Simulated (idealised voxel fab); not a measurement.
Process module in this document: voxel released beams
In the cross-section labelled cut, the width is 290 nm and each square cell is 5 nm.
Think of the cross-section as a grid of square cells. We describe it in bands, top to bottom, and each band covers one or more rows of those cells. Band: top height; bottom height; in nm. Then, left to right: material with width in nm, for each material. "edge to edge": a single material spanning edge to edge. "blank": empty space. Heights are measured from 0, the level below which the as-received wafer is all one material; the lowest band has no bottom and continues downward, written as in "0 down". Think of "30 to 40" as a width that walks from the first number to the second as you go down the band, top row to bottom row, taking equal-sized steps from row to row. A step reported as "nothing altered" is a step in which no cell of the cross-section changed. "Closed void catalog" contains a list of empty spaces, each no smaller than 8 cells and without an open way to the top, written in the form width x height at distance with the distance from the left edge and all three in nm. Where a step's line continues beyond its settings, the continuation is a remark by the simulator itself on that step. For masked steps, "overlay nm" on the step line gives how far right of plan the mask actually lay; a minus sign means it lay to the left.
Process steps foreseen in the plan
1: op RECEIVE | material Si
2: op CONFORMAL_DEP | material Al2O3 | thk nm 5
3: op DIRECTIONAL_DEP | material SiO2 | thk nm 15
4: op PATTERN | tone open | mask id ANCHOR | material resist | width nm 25 | thk nm 15 | overlay nm 0
5: op DIRECTIONAL_ETCH | etch materials SiO2 | depth nm 15
6: op STRIP | etch materials resist
7: op CONFORMAL_DEP | material polySi | thk nm 5
8: op MASKED_ETCH | tone cover | mask id BEAM | width nm 95 | etch materials polySi | depth nm 10 | overlay nm 0
9: op STRIP | etch materials SiO2
Variable across wafers: step 7 thk nm (plan value is that of the first wafer; starting state common to all).
Cut through the first of several wafers as received, post step 1
    0 down | Si edge to edge
    Closed void catalog: none
End of module: cross-section of the first of several wafers after step 9, the last step
    25 to 20 | 95 nm blank, then 10 nm polySi, then 15 nm blank, then 70 nm polySi, then 100 nm blank
    20 to 10 | 100 nm blank, then 5 nm polySi, then 15 nm blank, then 5 nm polySi, then 165 nm blank
    10 to 5 | 100 nm blank, then 25 nm polySi, then 165 nm blank
    5 to 0 | Al2O3 edge to edge
    0 down | Si edge to edge
    Closed void catalog: none
Cross-sectional view, end of module, last wafer of several
    45 to 35 | 95 nm blank, then 95 nm polySi, then 100 nm blank
    35 to 20 | polySi edge to edge
    20 to 5 | 100 nm SiO2, then 25 nm polySi, then 165 nm SiO2
    5 to 0 | Al2O3 edge to edge
    0 down | Si edge to edge
    Closed void catalog: none
Tabulated below, wafer by wafer, are the end-of-module results: for each material, the number of cells gained (+) or lost (-) relative to the as-received state, followed by the closed voids
thk nm 5 | +58 Al2O3 | +25 polySi | Closed void catalog: none
thk nm 10 | +58 Al2O3 | +50 polySi | Closed void catalog: none
thk nm 15 | +58 Al2O3 | +159 SiO2 | +111 polySi | Closed void catalog: none
thk nm 20 | +58 Al2O3 | +159 SiO2 | +169 polySi | Closed void catalog: none
thk nm 25 | +58 Al2O3 | +159 SiO2 | +227 polySi | Closed void catalog: none
